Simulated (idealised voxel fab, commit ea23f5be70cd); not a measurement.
The following is a process module called voxel transistor to metal.
Shown is cross-section cut, with a width of 290 nm and square cells of size 5 nm.
If you're reading a cross-section in this doc, picture square cells in a grid; it comes to you as bands, top ones listed first down to the bottom, and a band can be one or more rows of cells.
In this notation a band is specified by the heights of its top and bottom, in that order and in nm, after which its materials appear from left to right, each paired with its width in nm. The word "throughout" attached to a single material means that material fills the band from edge to edge; the word "air" stands for empty space.
Measure heights from 0. That's the level where, below it, the as-received wafer is all one material. The lowest band is bottomless and extends downward; write it as in "top 0, no bottom".
So if you see something like "30 to 40" for the width, read it as the top row of the band sitting at the first number and the bottom row at the second, with every row in between moving by the same amount as the last.
"nothing was modified" after a step means that no cell of the cross-section changed.
So "Closed cavities" is basically the list of trapped voids: any empty space of 8 cells or more that can't reach the top through an opening. They're written width x height at distance, the distance being from the left edge, and it's all nm.
after a step's settings: what the simulator itself notes on the step
"overlay nm" answers the question of how far to the right of plan the mask lay on a step that has a mask, and when it is negative the answer is to the left.
What follows is a series of pairs. Each pair shows a cross-section before one process step and the cross-section after it, and the after view is drawn only down to the lowest band that changed. Beneath each pair is the step that lies between the two, with its settings. Pairs may come from different runs of this module on the same starting wafer, so a pair continues from the one above it only where its entry headed "Before-step section" says so.
Before-step section
	top 0, no bottom: Si throughout
	Closed cavities: none
As Processed
	top 5, bottom 0: SiO2 throughout
	Below 0, no change.
	Closed cavities: none
The step carried out between the cross-section before it and the cross-section after it, both shown above, is CONFORMAL_DEP (material SiO2; thk nm 5)
Before-step section: equal to the after panel directly above.
As Processed
	top 20, bottom 5: SiN throughout
	Below 5, no change.
	Closed cavities: none
The step carried out between the cross-section before it and the cross-section after it, both shown above, is CONFORMAL_DEP (material SiN; thk nm 15)
Before-step section: equal to the after panel directly above.
As Processed
	top 30, bottom 20: aC throughout
	Below 20, no change.
	Closed cavities: none
The step carried out between the cross-section before it and the cross-section after it, both shown above, is DIRECTIONAL_DEP (material aC; thk nm 10)
Before-step section: equal to the after panel directly above.
As Processed
	top 60, bottom 30: 25 nm air, then 105 nm resist, then 30 nm air, then 105 nm resist, then 25 nm air
	Below 30, no change.
	Closed cavities: none
The step carried out between the cross-section before it and the cross-section after it, both shown above, is PATTERN (tone cover; mask id ACTIVE; material resist; width nm 105; pitch nm 135; thk nm 30; overlay nm 0)
Before-step section: equal to the after panel directly above.
As Processed
	top 50, bottom 30: 25 nm air, then 105 nm resist, then 30 nm air, then 105 nm resist, then 25 nm air
	top 30, bottom 20: 25 nm air, then 105 nm aC, then 30 nm air, then 105 nm aC, then 25 nm air
	Below 20, no change.
	Closed cavities: none
The step carried out between the cross-section before it and the cross-section after it, both shown above, is DIRECTIONAL_ETCH (etch materials aC; depth nm 10)
Before-step section: equal to the after panel directly above.
As Processed
	top 30, bottom 20: 25 nm air, then 105 nm aC, then 30 nm air, then 105 nm aC, then 25 nm air
	Below 20, no change.
	Closed cavities: none
The step carried out between the cross-section before it and the cross-section after it, both shown above, is STRIP (etch materials resist)
Before-step section: equal to the after panel directly above.
As Processed
	top 30, bottom 20: 25 nm air, then 105 nm aC, then 30 nm air, then 105 nm aC, then 25 nm air
	top 20, bottom 5: 25 nm air, then 105 nm SiN, then 30 nm air, then 105 nm SiN, then 25 nm air
	Below 5, no change.
	Closed cavities: none
The step carried out between the cross-section before it and the cross-section after it, both shown above, is DIRECTIONAL_ETCH (etch materials SiN; depth nm 15)
Before-step section: equal to the after panel directly above.
As Processed
	top 30, bottom 20: 25 nm air, then 105 nm aC, then 30 nm air, then 105 nm aC, then 25 nm air
	top 20, bottom 5: 25 nm air, then 105 nm SiN, then 30 nm air, then 105 nm SiN, then 25 nm air
	top 5, bottom 0: 25 nm air, then 105 nm SiO2, then 30 nm air, then 105 nm SiO2, then 25 nm air
	Below 0, no change.
	Closed cavities: none
The step carried out between the cross-section before it and the cross-section after it, both shown above, is DIRECTIONAL_ETCH (etch materials SiO2; depth nm 5)
Before-step section: equal to the after panel directly above.
As Processed
	top 30, bottom 20: 25 nm air, then 105 nm aC, then 30 nm air, then 105 nm aC, then 25 nm air
	top 20, bottom 5: 25 nm air, then 105 nm SiN, then 30 nm air, then 105 nm SiN, then 25 nm air
	top 5, bottom 0: 25 nm air, then 105 nm SiO2, then 30 nm air, then 105 nm SiO2, then 25 nm air
	top 0, bottom -35: 25 nm air, then 105 nm Si, then 30 nm air, then 105 nm Si, then 25 nm air
	Below -35, no change.
	Closed cavities: none
The step carried out between the cross-section before it and the cross-section after it, both shown above, is DIRECTIONAL_ETCH (etch materials Si; depth nm 35)
Before-step section: equal to the after panel directly above.
As Processed
	top 20, bottom 5: 25 nm air, then 105 nm SiN, then 30 nm air, then 105 nm SiN, then 25 nm air
	Below 5, no change.
	Closed cavities: none
The step carried out between the cross-section before it and the cross-section after it, both shown above, is STRIP (etch materials aC)
Before-step section: equal to the after panel directly above.
As Processed
	top 20, bottom 5: 25 nm air, then 105 nm SiN, then 30 nm air, then 105 nm SiN, then 25 nm air
	top 5, bottom 0: 25 nm air, then 105 nm SiO2, then 30 nm air, then 105 nm SiO2, then 25 nm air
	top 0, bottom -35: 25 nm air, then 5 nm SiO2, then 95 nm Si, then 5 nm SiO2, then 30 nm air, then 5 nm SiO2, then 95 nm Si, then 5 nm SiO2, then 25 nm air
	top -35, bottom -40: 30 nm SiO2, then 95 nm Si, then 40 nm SiO2, then 95 nm Si, then 30 nm SiO2
	Below -40, no change.
	Closed cavities: none
The step carried out between the cross-section before it and the cross-section after it, both shown above, is OXIDIZE (depth nm 5)
Before-step section: equal to the after panel directly above.
As Processed
	top 35, bottom 20: SiO2 throughout
	top 20, bottom 5: 25 nm SiO2, then 105 nm SiN, then 30 nm SiO2, then 105 nm SiN, then 25 nm SiO2
	top 5, bottom 0: SiO2 throughout
	top 0, bottom -40: 30 nm SiO2, then 95 nm Si, then 40 nm SiO2, then 95 nm Si, then 30 nm SiO2
	Below -40, no change.
	Closed cavities: none
The step carried out between the cross-section before it and the cross-section after it, both shown above, is FILL_DEP (material SiO2; thk nm 15)
Before-step section: equal to the after panel directly above.
As Processed
	top 20, bottom 5: 25 nm SiO2, then 105 nm SiN, then 30 nm SiO2, then 105 nm SiN, then 25 nm SiO2
	Below 5, no change.
	Closed cavities: none
The step carried out between the cross-section before it and the cross-section after it, both shown above, is CMP (height nm 20)
Before-step section: equal to the after panel directly above.
As Processed
	top 20, bottom 10: 25 nm air, then 105 nm SiN, then 30 nm air, then 105 nm SiN, then 25 nm air
	Below 10, no change.
	Closed cavities: none
The step carried out between the cross-section before it and the cross-section after it, both shown above, is SELECTIVE_ETCH (etch materials SiO2; depth nm 10)
Before-step section: equal to the after panel directly above.
As Processed
	top 10, bottom 5: 25 nm SiO2, then 105 nm air, then 30 nm SiO2, then 105 nm air, then 25 nm SiO2
	Below 5, no change.
	Closed cavities: none
The step carried out between the cross-section before it and the cross-section after it, both shown above, is STRIP (etch materials SiN)
Before-step section: equal to the after panel directly above.
As Processed
	top 5, bottom 0: 20 nm SiO2, then 115 nm air, then 20 nm SiO2, then 115 nm air, then 20 nm SiO2
	Below 0, no change.
	Closed cavities: none
The step carried out between the cross-section before it and the cross-section after it, both shown above, is SELECTIVE_ETCH (etch materials SiO2; depth nm 5)
Before-step section: equal to the after panel directly above.
As Processed
	top 5, bottom 0: 20 nm SiO2, then 115 nm air, then 20 nm SiO2, then 115 nm air, then 20 nm SiO2
	top 0, bottom -5: SiO2 throughout
	Below -5, no change.
	Closed cavities: none
The step carried out between the cross-section before it and the cross-section after it, both shown above, is OXIDIZE (depth nm 5)
Before-step section: equal to the after panel directly above.
As Processed
	top 30, bottom 25: 20 nm polySi, then 115 nm air, then 20 nm polySi, then 115 nm air, then 20 nm polySi
	top 25, bottom 5: polySi throughout
	top 5, bottom 0: 20 nm SiO2, then 115 nm polySi, then 20 nm SiO2, then 115 nm polySi, then 20 nm SiO2
	Below 0, no change.
	Closed cavities: none
The step carried out between the cross-section before it and the cross-section after it, both shown above, is DIRECTIONAL_DEP (material polySi; thk nm 25)
Before-step section: equal to the after panel directly above.
As Processed
	top 40, bottom 35: 20 nm SiCN, then 115 nm air, then 20 nm SiCN, then 115 nm air, then 20 nm SiCN
	top 35, bottom 30: SiCN throughout
	top 30, bottom 25: 20 nm polySi, then 115 nm SiCN, then 20 nm polySi, then 115 nm SiCN, then 20 nm polySi
	Below 25, no change.
	Closed cavities: none
The step carried out between the cross-section before it and the cross-section after it, both shown above, is DIRECTIONAL_DEP (material SiCN; thk nm 10)
Before-step section: equal to the after panel directly above.
As Processed
	top 35, bottom 30: 65 nm air, then 25 nm SiCN, then 110 nm air, then 25 nm SiCN, then 65 nm air
	top 30, bottom 25: 20 nm polySi, then 45 nm air, then 25 nm SiCN, then 45 nm air, then 20 nm polySi, then 45 nm air, then 25 nm SiCN, then 45 nm air, then 20 nm polySi
	Below 25, no change.
	Closed cavities: none
The step carried out between the cross-section before it and the cross-section after it, both shown above, is MASKED_ETCH (tone cover; mask id GATE; width nm 25; pitch nm 135; etch materials SiCN; depth nm 20; overlay nm 0)
Before-step section: equal to the after panel directly above.
As Processed
	top 35, bottom 25: 65 nm air, then 25 nm SiCN, then 110 nm air, then 25 nm SiCN, then 65 nm air
	top 25, bottom 5: 65 nm air, then 25 nm polySi, then 110 nm air, then 25 nm polySi, then 65 nm air
	top 5, bottom 0: 20 nm SiO2, then 45 nm air, then 25 nm polySi, then 45 nm air, then 20 nm SiO2, then 45 nm air, then 25 nm polySi, then 45 nm air, then 20 nm SiO2
	Below 0, no change.
	Closed cavities: none
The step carried out between the cross-section before it and the cross-section after it, both shown above, is MASKED_ETCH (tone cover; mask id GATE; width nm 25; pitch nm 135; etch materials polySi; depth nm 35; overlay nm 0)
Before-step section: equal to the after panel directly above.
As Processed
	top 40, bottom 35: 60 nm air, then 35 nm SiO2, then 100 nm air, then 35 nm SiO2, then 60 nm air
	top 35, bottom 25: 60 nm air, then 5 nm SiO2, then 25 nm SiCN, then 5 nm SiO2, then 100 nm air, then 5 nm SiO2, then 25 nm SiCN, then 5 nm SiO2, then 60 nm air
	top 25, bottom 10: 60 nm air, then 5 nm SiO2, then 25 nm polySi, then 5 nm SiO2, then 100 nm air, then 5 nm SiO2, then 25 nm polySi, then 5 nm SiO2, then 60 nm air
	top 10, bottom 5: 25 nm SiO2, then 35 nm air, then 5 nm SiO2, then 25 nm polySi, then 5 nm SiO2, then 35 nm air, then 30 nm SiO2, then 35 nm air, then 5 nm SiO2, then 25 nm polySi, then 5 nm SiO2, then 35 nm air, then 25 nm SiO2
	top 5, bottom 0: 65 nm SiO2, then 25 nm polySi, then 110 nm SiO2, then 25 nm polySi, then 65 nm SiO2
	Below 0, no change.
	Closed cavities: none
The step carried out between the cross-section before it and the cross-section after it, both shown above, is CONFORMAL_DEP (material SiO2; thk nm 5)
Before-step section: equal to the after panel directly above.
As Processed
	top 35, bottom 25: 60 nm air, then 5 nm SiO2, then 25 nm SiCN, then 5 nm SiO2, then 100 nm air, then 5 nm SiO2, then 25 nm SiCN, then 5 nm SiO2, then 60 nm air
	top 25, bottom 5: 60 nm air, then 5 nm SiO2, then 25 nm polySi, then 5 nm SiO2, then 100 nm air, then 5 nm SiO2, then 25 nm polySi, then 5 nm SiO2, then 60 nm air
	top 5, bottom 0: 25 nm SiO2, then 35 nm air, then 5 nm SiO2, then 25 nm polySi, then 5 nm SiO2, then 35 nm air, then 30 nm SiO2, then 35 nm air, then 5 nm SiO2, then 25 nm polySi, then 5 nm SiO2, then 35 nm air, then 25 nm SiO2
	Below 0, no change.
	Closed cavities: none
The step carried out between the cross-section before it and the cross-section after it, both shown above, is DIRECTIONAL_ETCH (etch materials SiO2; depth nm 5)
Before-step section: equal to the after panel directly above.
As Processed
	top 45, bottom 35: 50 nm air, then 55 nm SiN, then 80 nm air, then 55 nm SiN, then 50 nm air
	top 35, bottom 25: 50 nm air, then 10 nm SiN, then 5 nm SiO2, then 25 nm SiCN, then 5 nm SiO2, then 10 nm SiN, then 80 nm air, then 10 nm SiN, then 5 nm SiO2, then 25 nm SiCN, then 5 nm SiO2, then 10 nm SiN, then 50 nm air
	top 25, bottom 15: 50 nm air, then 10 nm SiN, then 5 nm SiO2, then 25 nm polySi, then 5 nm SiO2, then 10 nm SiN, then 80 nm air, then 10 nm SiN, then 5 nm SiO2, then 25 nm polySi, then 5 nm SiO2, then 10 nm SiN, then 50 nm air
	top 15, bottom 10: 35 nm SiN, then 15 nm air, then 10 nm SiN, then 5 nm SiO2, then 25 nm polySi, then 5 nm SiO2, then 10 nm SiN, then 15 nm air, then 50 nm SiN, then 15 nm air, then 10 nm SiN, then 5 nm SiO2, then 25 nm polySi, then 5 nm SiO2, then 10 nm SiN, then 15 nm air, then 35 nm SiN
	top 10, bottom 5: 60 nm SiN, then 5 nm SiO2, then 25 nm polySi, then 5 nm SiO2, then 100 nm SiN, then 5 nm SiO2, then 25 nm polySi, then 5 nm SiO2, then 60 nm SiN
	top 5, bottom 0: 25 nm SiO2, then 35 nm SiN, then 5 nm SiO2, then 25 nm polySi, then 5 nm SiO2, then 35 nm SiN, then 30 nm SiO2, then 35 nm SiN, then 5 nm SiO2, then 25 nm polySi, then 5 nm SiO2, then 35 nm SiN, then 25 nm SiO2
	Below 0, no change.
	Closed cavities: none
The step carried out between the cross-section before it and the cross-section after it, both shown above, is CONFORMAL_DEP (material SiN; thk nm 10)
Before-step section: equal to the after panel directly above.
As Processed
	top 35, bottom 25: 50 nm air, then 10 nm SiN, then 5 nm SiO2, then 25 nm SiCN, then 5 nm SiO2, then 10 nm SiN, then 80 nm air, then 10 nm SiN, then 5 nm SiO2, then 25 nm SiCN, then 5 nm SiO2, then 10 nm SiN, then 50 nm air
	top 25, bottom 5: 50 nm air, then 10 nm SiN, then 5 nm SiO2, then 25 nm polySi, then 5 nm SiO2, then 10 nm SiN, then 80 nm air, then 10 nm SiN, then 5 nm SiO2, then 25 nm polySi, then 5 nm SiO2, then 10 nm SiN, then 50 nm air
	top 5, bottom 0: 25 nm SiO2, then 10 nm SiN, then 15 nm air, then 10 nm SiN, then 5 nm SiO2, then 25 nm polySi, then 5 nm SiO2, then 10 nm SiN, then 15 nm air, then 10 nm SiN, then 30 nm SiO2, then 10 nm SiN, then 15 nm air, then 10 nm SiN, then 5 nm SiO2, then 25 nm polySi, then 5 nm SiO2, then 10 nm SiN, then 15 nm air, then 10 nm SiN, then 25 nm SiO2
	Below 0, no change.
	Closed cavities: none
The step carried out between the cross-section before it and the cross-section after it, both shown above, is DIRECTIONAL_ETCH (etch materials SiN; depth nm 10)
Before-step section: equal to the after panel directly above.
As Processed
	top 35, bottom 30: 50 nm air, then 10 nm SiN, then 5 nm air, then 25 nm SiCN, then 5 nm air, then 10 nm SiN, then 80 nm air, then 10 nm SiN, then 5 nm air, then 25 nm SiCN, then 5 nm air, then 10 nm SiN, then 50 nm air
	top 30, bottom 25: 50 nm air, then 10 nm SiN, then 5 nm SiO2, then 25 nm SiCN, then 5 nm SiO2, then 10 nm SiN, then 80 nm air, then 10 nm SiN, then 5 nm SiO2, then 25 nm SiCN, then 5 nm SiO2, then 10 nm SiN, then 50 nm air
	top 25, bottom 5: 50 nm air, then 10 nm SiN, then 5 nm SiO2, then 25 nm polySi, then 5 nm SiO2, then 10 nm SiN, then 80 nm air, then 10 nm SiN, then 5 nm SiO2, then 25 nm polySi, then 5 nm SiO2, then 10 nm SiN, then 50 nm air
	top 5, bottom 0: 25 nm air, then 10 nm SiN, then 15 nm air, then 10 nm SiN, then 5 nm SiO2, then 25 nm polySi, then 5 nm SiO2, then 10 nm SiN, then 15 nm air, then 10 nm SiN, then 30 nm air, then 10 nm SiN, then 15 nm air, then 10 nm SiN, then 5 nm SiO2, then 25 nm polySi, then 5 nm SiO2, then 10 nm SiN, then 15 nm air, then 10 nm SiN, then 25 nm air
	top 0, bottom -5: 35 nm SiO2, then 15 nm air, then 55 nm SiO2, then 15 nm air, then 50 nm SiO2, then 15 nm air, then 55 nm SiO2, then 15 nm air, then 35 nm SiO2
	Below -5, no change.
	Closed cavities: none
The step carried out between the cross-section before it and the cross-section after it, both shown above, is DIRECTIONAL_ETCH (etch materials SiO2; depth nm 5)
Before-step section: equal to the after panel directly above.
As Processed
	top 35, bottom 30: 50 nm air, then 10 nm SiN, then 5 nm air, then 25 nm SiCN, then 5 nm air, then 10 nm SiN, then 80 nm air, then 10 nm SiN, then 5 nm air, then 25 nm SiCN, then 5 nm air, then 10 nm SiN, then 50 nm air
	top 30, bottom 25: 50 nm air, then 10 nm SiN, then 5 nm SiO2, then 25 nm SiCN, then 5 nm SiO2, then 10 nm SiN, then 80 nm air, then 10 nm SiN, then 5 nm SiO2, then 25 nm SiCN, then 5 nm SiO2, then 10 nm SiN, then 50 nm air
	top 25, bottom 5: 50 nm air, then 10 nm SiN, then 5 nm SiO2, then 25 nm polySi, then 5 nm SiO2, then 10 nm SiN, then 80 nm air, then 10 nm SiN, then 5 nm SiO2, then 25 nm polySi, then 5 nm SiO2, then 10 nm SiN, then 50 nm air
	top 5, bottom 0: 25 nm air, then 10 nm SiN, then 15 nm air, then 10 nm SiN, then 5 nm SiO2, then 25 nm polySi, then 5 nm SiO2, then 10 nm SiN, then 15 nm air, then 10 nm SiN, then 30 nm air, then 10 nm SiN, then 15 nm air, then 10 nm SiN, then 5 nm SiO2, then 25 nm polySi, then 5 nm SiO2, then 10 nm SiN, then 15 nm air, then 10 nm SiN, then 25 nm air
	top 0, bottom -5: 35 nm SiO2, then 15 nm air, then 55 nm SiO2, then 15 nm air, then 50 nm SiO2, then 15 nm air, then 55 nm SiO2, then 15 nm air, then 35 nm SiO2
	top -5, bottom -15: 30 nm SiO2, then 5 nm Si, then 15 nm air, then 55 nm Si, then 15 nm air, then 5 nm Si, then 40 nm SiO2, then 5 nm Si, then 15 nm air, then 55 nm Si, then 15 nm air, then 5 nm Si, then 30 nm SiO2
	Below -15, no change.
	Closed cavities: none
The step carried out between the cross-section before it and the cross-section after it, both shown above, is DIRECTIONAL_ETCH (etch materials Si; depth nm 10)
Before-step section: equal to the after panel directly above.
As Processed
	top 35, bottom 30: 50 nm air, then 10 nm SiN, then 5 nm air, then 25 nm SiCN, then 5 nm air, then 10 nm SiN, then 80 nm air, then 10 nm SiN, then 5 nm air, then 25 nm SiCN, then 5 nm air, then 10 nm SiN, then 50 nm air
	top 30, bottom 25: 50 nm air, then 10 nm SiN, then 5 nm SiO2, then 25 nm SiCN, then 5 nm SiO2, then 10 nm SiN, then 80 nm air, then 10 nm SiN, then 5 nm SiO2, then 25 nm SiCN, then 5 nm SiO2, then 10 nm SiN, then 50 nm air
	top 25, bottom 10: 50 nm air, then 10 nm SiN, then 5 nm SiO2, then 25 nm polySi, then 5 nm SiO2, then 10 nm SiN, then 80 nm air, then 10 nm SiN, then 5 nm SiO2, then 25 nm polySi, then 5 nm SiO2, then 10 nm SiN, then 50 nm air
	top 10, bottom 5: 30 nm air, then 20 nm pSi, then 10 nm SiN, then 5 nm SiO2, then 25 nm polySi, then 5 nm SiO2, then 10 nm SiN, then 20 nm pSi, then 40 nm air, then 20 nm pSi, then 10 nm SiN, then 5 nm SiO2, then 25 nm polySi, then 5 nm SiO2, then 10 nm SiN, then 20 nm pSi, then 30 nm air
	top 5, bottom 0: 25 nm air, then 10 nm SiN, then 15 nm pSi, then 10 nm SiN, then 5 nm SiO2, then 25 nm polySi, then 5 nm SiO2, then 10 nm SiN, then 15 nm pSi, then 10 nm SiN, then 30 nm air, then 10 nm SiN, then 15 nm pSi, then 10 nm SiN, then 5 nm SiO2, then 25 nm polySi, then 5 nm SiO2, then 10 nm SiN, then 15 nm pSi, then 10 nm SiN, then 25 nm air
	top 0, bottom -5: 35 nm SiO2, then 15 nm pSi, then 55 nm SiO2, then 15 nm pSi, then 50 nm SiO2, then 15 nm pSi, then 55 nm SiO2, then 15 nm pSi, then 35 nm SiO2
	top -5, bottom -15: 30 nm SiO2, then 5 nm Si, then 15 nm pSi, then 55 nm Si, then 15 nm pSi, then 5 nm Si, then 40 nm SiO2, then 5 nm Si, then 15 nm pSi, then 55 nm Si, then 15 nm pSi, then 5 nm Si, then 30 nm SiO2
	Below -15, no change.
	Closed cavities: none
The step carried out between the cross-section before it and the cross-section after it, both shown above, is EPI (material pSi; thk nm 15)
Before-step section: equal to the after panel directly above.
As Processed
	top 45, bottom 35: SiO2 throughout
	top 35, bottom 25: 50 nm SiO2, then 10 nm SiN, then 5 nm SiO2, then 25 nm SiCN, then 5 nm SiO2, then 10 nm SiN, then 80 nm SiO2, then 10 nm SiN, then 5 nm SiO2, then 25 nm SiCN, then 5 nm SiO2, then 10 nm SiN, then 50 nm SiO2
	top 25, bottom 10: 50 nm SiO2, then 10 nm SiN, then 5 nm SiO2, then 25 nm polySi, then 5 nm SiO2, then 10 nm SiN, then 80 nm SiO2, then 10 nm SiN, then 5 nm SiO2, then 25 nm polySi, then 5 nm SiO2, then 10 nm SiN, then 50 nm SiO2
	top 10, bottom 5: 30 nm SiO2, then 20 nm pSi, then 10 nm SiN, then 5 nm SiO2, then 25 nm polySi, then 5 nm SiO2, then 10 nm SiN, then 20 nm pSi, then 40 nm SiO2, then 20 nm pSi, then 10 nm SiN, then 5 nm SiO2, then 25 nm polySi, then 5 nm SiO2, then 10 nm SiN, then 20 nm pSi, then 30 nm SiO2
	top 5, bottom 0: 25 nm SiO2, then 10 nm SiN, then 15 nm pSi, then 10 nm SiN, then 5 nm SiO2, then 25 nm polySi, then 5 nm SiO2, then 10 nm SiN, then 15 nm pSi, then 10 nm SiN, then 30 nm SiO2, then 10 nm SiN, then 15 nm pSi, then 10 nm SiN, then 5 nm SiO2, then 25 nm polySi, then 5 nm SiO2, then 10 nm SiN, then 15 nm pSi, then 10 nm SiN, then 25 nm SiO2
	Below 0, no change.
	Closed cavities: none
The step carried out between the cross-section before it and the cross-section after it, both shown above, is FILL_DEP (material SiO2; thk nm 10)
Before-step section: equal to the after panel directly above.
As Processed
	top 25, bottom 10: 50 nm SiO2, then 10 nm SiN, then 5 nm SiO2, then 25 nm polySi, then 5 nm SiO2, then 10 nm SiN, then 80 nm SiO2, then 10 nm SiN, then 5 nm SiO2, then 25 nm polySi, then 5 nm SiO2, then 10 nm SiN, then 50 nm SiO2
	Below 10, no change.
	Closed cavities: none
The step carried out between the cross-section before it and the cross-section after it, both shown above, is CMP (height nm 25)
Before-step section: equal to the after panel directly above.
As Processed
	top 25, bottom 10: 50 nm SiO2, then 10 nm SiN, then 5 nm SiO2, then 25 nm air, then 5 nm SiO2, then 10 nm SiN, then 80 nm SiO2, then 10 nm SiN, then 5 nm SiO2, then 25 nm air, then 5 nm SiO2, then 10 nm SiN, then 50 nm SiO2
	top 10, bottom 5: 30 nm SiO2, then 20 nm pSi, then 10 nm SiN, then 5 nm SiO2, then 25 nm air, then 5 nm SiO2, then 10 nm SiN, then 20 nm pSi, then 40 nm SiO2, then 20 nm pSi, then 10 nm SiN, then 5 nm SiO2, then 25 nm air, then 5 nm SiO2, then 10 nm SiN, then 20 nm pSi, then 30 nm SiO2
	top 5, bottom 0: 25 nm SiO2, then 10 nm SiN, then 15 nm pSi, then 10 nm SiN, then 5 nm SiO2, then 25 nm air, then 5 nm SiO2, then 10 nm SiN, then 15 nm pSi, then 10 nm SiN, then 30 nm SiO2, then 10 nm SiN, then 15 nm pSi, then 10 nm SiN, then 5 nm SiO2, then 25 nm air, then 5 nm SiO2, then 10 nm SiN, then 15 nm pSi, then 10 nm SiN, then 25 nm SiO2
	Below 0, no change.
	Closed cavities: none
The step carried out between the cross-section before it and the cross-section after it, both shown above, is STRIP (etch materials polySi)
Before-step section: equal to the after panel directly above.
As Processed
	top 25, bottom 20: 50 nm air, then 10 nm SiN, then 35 nm air, then 10 nm SiN, then 80 nm air, then 10 nm SiN, then 35 nm air, then 10 nm SiN, then 50 nm air
	top 20, bottom 10: 50 nm SiO2, then 10 nm SiN, then 35 nm air, then 10 nm SiN, then 80 nm SiO2, then 10 nm SiN, then 35 nm air, then 10 nm SiN, then 50 nm SiO2
	top 10, bottom 5: 30 nm SiO2, then 20 nm pSi, then 10 nm SiN, then 35 nm air, then 10 nm SiN, then 20 nm pSi, then 40 nm SiO2, then 20 nm pSi, then 10 nm SiN, then 35 nm air, then 10 nm SiN, then 20 nm pSi, then 30 nm SiO2
	top 5, bottom 0: 25 nm SiO2, then 10 nm SiN, then 15 nm pSi, then 10 nm SiN, then 35 nm air, then 10 nm SiN, then 15 nm pSi, then 10 nm SiN, then 30 nm SiO2, then 10 nm SiN, then 15 nm pSi, then 10 nm SiN, then 35 nm air, then 10 nm SiN, then 15 nm pSi, then 10 nm SiN, then 25 nm SiO2
	top 0, bottom -5: 35 nm SiO2, then 15 nm pSi, then 10 nm SiO2, then 35 nm air, then 10 nm SiO2, then 15 nm pSi, then 50 nm SiO2, then 15 nm pSi, then 10 nm SiO2, then 35 nm air, then 10 nm SiO2, then 15 nm pSi, then 35 nm SiO2
	Below -5, no change.
	Closed cavities: none
The step carried out between the cross-section before it and the cross-section after it, both shown above, is SELECTIVE_ETCH (etch materials SiO2; depth nm 5)
Before-step section: equal to the after panel directly above.
As Processed
	top 30, bottom 25: 45 nm air, then 20 nm HfO2, then 25 nm air, then 20 nm HfO2, then 70 nm air, then 20 nm HfO2, then 25 nm air, then 20 nm HfO2, then 45 nm air
	top 25, bottom 20: 50 nm HfO2, then 10 nm SiN, then 5 nm HfO2, then 25 nm air, then 5 nm HfO2, then 10 nm SiN, then 80 nm HfO2, then 10 nm SiN, then 5 nm HfO2, then 25 nm air, then 5 nm HfO2, then 10 nm SiN, then 50 nm HfO2
	top 20, bottom 10: 50 nm SiO2, then 10 nm SiN, then 5 nm HfO2, then 25 nm air, then 5 nm HfO2, then 10 nm SiN, then 80 nm SiO2, then 10 nm SiN, then 5 nm HfO2, then 25 nm air, then 5 nm HfO2, then 10 nm SiN, then 50 nm SiO2
	top 10, bottom 5: 30 nm SiO2, then 20 nm pSi, then 10 nm SiN, then 5 nm HfO2, then 25 nm air, then 5 nm HfO2, then 10 nm SiN, then 20 nm pSi, then 40 nm SiO2, then 20 nm pSi, then 10 nm SiN, then 5 nm HfO2, then 25 nm air, then 5 nm HfO2, then 10 nm SiN, then 20 nm pSi, then 30 nm SiO2
	top 5, bottom 0: 25 nm SiO2, then 10 nm SiN, then 15 nm pSi, then 10 nm SiN, then 5 nm HfO2, then 25 nm air, then 5 nm HfO2, then 10 nm SiN, then 15 nm pSi, then 10 nm SiN, then 30 nm SiO2, then 10 nm SiN, then 15 nm pSi, then 10 nm SiN, then 5 nm HfO2, then 25 nm air, then 5 nm HfO2, then 10 nm SiN, then 15 nm pSi, then 10 nm SiN, then 25 nm SiO2
	top 0, bottom -5: 35 nm SiO2, then 15 nm pSi, then 10 nm SiO2, then 35 nm HfO2, then 10 nm SiO2, then 15 nm pSi, then 50 nm SiO2, then 15 nm pSi, then 10 nm SiO2, then 35 nm HfO2, then 10 nm SiO2, then 15 nm pSi, then 35 nm SiO2
	Below -5, no change.
	Closed cavities: none
The step carried out between the cross-section before it and the cross-section after it, both shown above, is CONFORMAL_DEP (material HfO2; thk nm 5)
Before-step section: equal to the after panel directly above.
As Processed
	top 35, bottom 30: 40 nm air, then 30 nm TiN, then 15 nm air, then 30 nm TiN, then 60 nm air, then 30 nm TiN, then 15 nm air, then 30 nm TiN, then 40 nm air
	top 30, bottom 25: 45 nm TiN, then 20 nm HfO2, then 5 nm TiN, then 15 nm air, then 5 nm TiN, then 20 nm HfO2, then 70 nm TiN, then 20 nm HfO2, then 5 nm TiN, then 15 nm air, then 5 nm TiN, then 20 nm HfO2, then 45 nm TiN
	top 25, bottom 20: 50 nm HfO2, then 10 nm SiN, then 5 nm HfO2, then 5 nm TiN, then 15 nm air, then 5 nm TiN, then 5 nm HfO2, then 10 nm SiN, then 80 nm HfO2, then 10 nm SiN, then 5 nm HfO2, then 5 nm TiN, then 15 nm air, then 5 nm TiN, then 5 nm HfO2, then 10 nm SiN, then 50 nm HfO2
	top 20, bottom 10: 50 nm SiO2, then 10 nm SiN, then 5 nm HfO2, then 5 nm TiN, then 15 nm air, then 5 nm TiN, then 5 nm HfO2, then 10 nm SiN, then 80 nm SiO2, then 10 nm SiN, then 5 nm HfO2, then 5 nm TiN, then 15 nm air, then 5 nm TiN, then 5 nm HfO2, then 10 nm SiN, then 50 nm SiO2
	top 10, bottom 5: 30 nm SiO2, then 20 nm pSi, then 10 nm SiN, then 5 nm HfO2, then 5 nm TiN, then 15 nm air, then 5 nm TiN, then 5 nm HfO2, then 10 nm SiN, then 20 nm pSi, then 40 nm SiO2, then 20 nm pSi, then 10 nm SiN, then 5 nm HfO2, then 5 nm TiN, then 15 nm air, then 5 nm TiN, then 5 nm HfO2, then 10 nm SiN, then 20 nm pSi, then 30 nm SiO2
	top 5, bottom 0: 25 nm SiO2, then 10 nm SiN, then 15 nm pSi, then 10 nm SiN, then 5 nm HfO2, then 25 nm TiN, then 5 nm HfO2, then 10 nm SiN, then 15 nm pSi, then 10 nm SiN, then 30 nm SiO2, then 10 nm SiN, then 15 nm pSi, then 10 nm SiN, then 5 nm HfO2, then 25 nm TiN, then 5 nm HfO2, then 10 nm SiN, then 15 nm pSi, then 10 nm SiN, then 25 nm SiO2
	Below 0, no change.
	Closed cavities: none
The step carried out between the cross-section before it and the cross-section after it, both shown above, is CONFORMAL_DEP (material TiN; thk nm 5)
